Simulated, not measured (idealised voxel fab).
Proc. module: voxel released beams
255 nm wide, 5 nm square cells: that's cross-section cut.
A cross-section in this document is a grid of square cells, and it is written down as bands, the top band listed before the ones below it; a band is made up of one or more rows of cells. For a band, the entry starts with two heights in nm, that of the top and then that of the bottom, and carries on with the band's materials in order from left to right, each alongside its width in nm; the word "all across" beside a single material means it fills the band edge to edge, and "blank" means empty space. Beneath 0, the wafer as received is one material, and that level is where height counting begins. The lowest band goes on downward without a bottom; it is written like "0 nm and below". A two-number width, for instance "30->40", indicates that the width is equal to the first number in the top row of the band and to the second number in the bottom row, and that it changes by a constant amount per row of cells. When a step is marked "all unchanged", none of the cells in the cross-section changed during that step. Basically, "Unvented voids" tells you about the enclosed voids: empty spaces with no open way to the top, 8 cells or bigger, each written width x height at distance, where distance is from the left edge, all in nm. On a step's line, text after the settings is the simulator commenting on that step. overlay nm: how far to the right of its planned place the mask lay on this masked step (negative: to the left).

So here's the lineup of process steps we planned:
1. RECEIVE with material Si
2. CONFORMAL_DEP with material SiN, thk nm 10
3. DIRECTIONAL_DEP with material SiO2, thk nm 10
4. MASKED_ETCH with tone open, mask id ANCHOR, width nm 45, etch materials SiO2, depth nm 10, overlay nm 0
5. CONFORMAL_DEP with material TiN, thk nm 15
6. MASKED_ETCH with tone cover, mask id BEAM, width nm 120, etch materials TiN, depth nm 15, overlay nm 0
7. STRIP with etch materials SiO2

First of two wafers: run as planned:

As-received state of the wafer in cross-section, equivalent to post-step 1:
0 nm and below: Si all across
Unvented voids: none

Cross-section of the wafer subsequent to step 2:
10 nm to 0 nm: SiN all across
Under the height 0 nothing was changed.

Cross-section of the wafer subsequent to step 3:
20 nm to 10 nm: SiO2 all across
Under the height 10 nothing was changed.

Cross-section of the wafer subsequent to step 4:
20 nm to 10 nm: 70 of SiO2, then 45 of blank, then 140 of SiO2
Under the height 10 nothing was changed.

Cross-section of the wafer subsequent to step 5:
35 nm to 25 nm: 85 of TiN, then 15 of blank, then 155 of TiN
25 nm to 20 nm: TiN all across
20 nm to 10 nm: 70 of SiO2, then 45 of TiN, then 140 of SiO2
Under the height 10 nothing was changed.

Cross-section of the wafer subsequent to step 6:
35 nm to 25 nm: 65 of blank, then 20 of TiN, then 15 of blank, then 85 of TiN, then 70 of blank
25 nm to 20 nm: 65 of blank, then 120 of TiN, then 70 of blank
Under the height 20 nothing was changed.

Cross-section of the wafer subsequent to step 7:
35 nm to 25 nm: 65 of blank, then 20 of TiN, then 15 of blank, then 85 of TiN, then 70 of blank
25 nm to 20 nm: 65 of blank, then 120 of TiN, then 70 of blank
20 nm to 10 nm: 70 of blank, then 45 of TiN, then 140 of blank
Under the height 10 nothing was changed.

Here the second wafer is described. Its start and its plan were those of the first wafer. Its run contained one mistake. Up to and including step 1, it did exactly what the first wafer did:

Second wafer at the planned finish of step 2, seen in cross-section:
10 nm to 0 nm: TiN all across
Under the height 0 nothing was changed.

Second wafer at the planned finish of step 3, seen in cross-section:
20 nm to 10 nm: SiO2 all across
Under the height 10 nothing was changed.

Second wafer at the planned finish of step 4, seen in cross-section:
20 nm to 10 nm: 70 of SiO2, then 45 of blank, then 140 of SiO2
Under the height 10 nothing was changed.

Second wafer at the planned finish of step 5, seen in cross-section:
35 nm to 25 nm: 85 of TiN, then 15 of blank, then 155 of TiN
25 nm to 20 nm: TiN all across
20 nm to 10 nm: 70 of SiO2, then 45 of TiN, then 140 of SiO2
Under the height 10 nothing was changed.

Second wafer at the planned finish of step 6, seen in cross-section:
35 nm to 25 nm: 65 of blank, then 20 of TiN, then 15 of blank, then 85 of TiN, then 70 of blank
25 nm to 20 nm: 65 of blank, then 120 of TiN, then 70 of blank
Under the height 20 nothing was changed.

Second wafer at the planned finish of step 7, seen in cross-section:
35 nm to 25 nm: 65 of blank, then 20 of TiN, then 15 of blank, then 85 of TiN, then 70 of blank
25 nm to 20 nm: 65 of blank, then 120 of TiN, then 70 of blank
20 nm to 10 nm: 70 of blank, then 45 of TiN, then 140 of blank
Under the height 10 nothing was changed.
Against the plan, the run slipped here: step 2 did not happen as planned, as run it was CONFORMAL_DEP with material TiN, thk nm 10
Final difference in cells, second wafer against first, listed per material as more or fewer: 102 fewer of SiN; 102 more of TiN
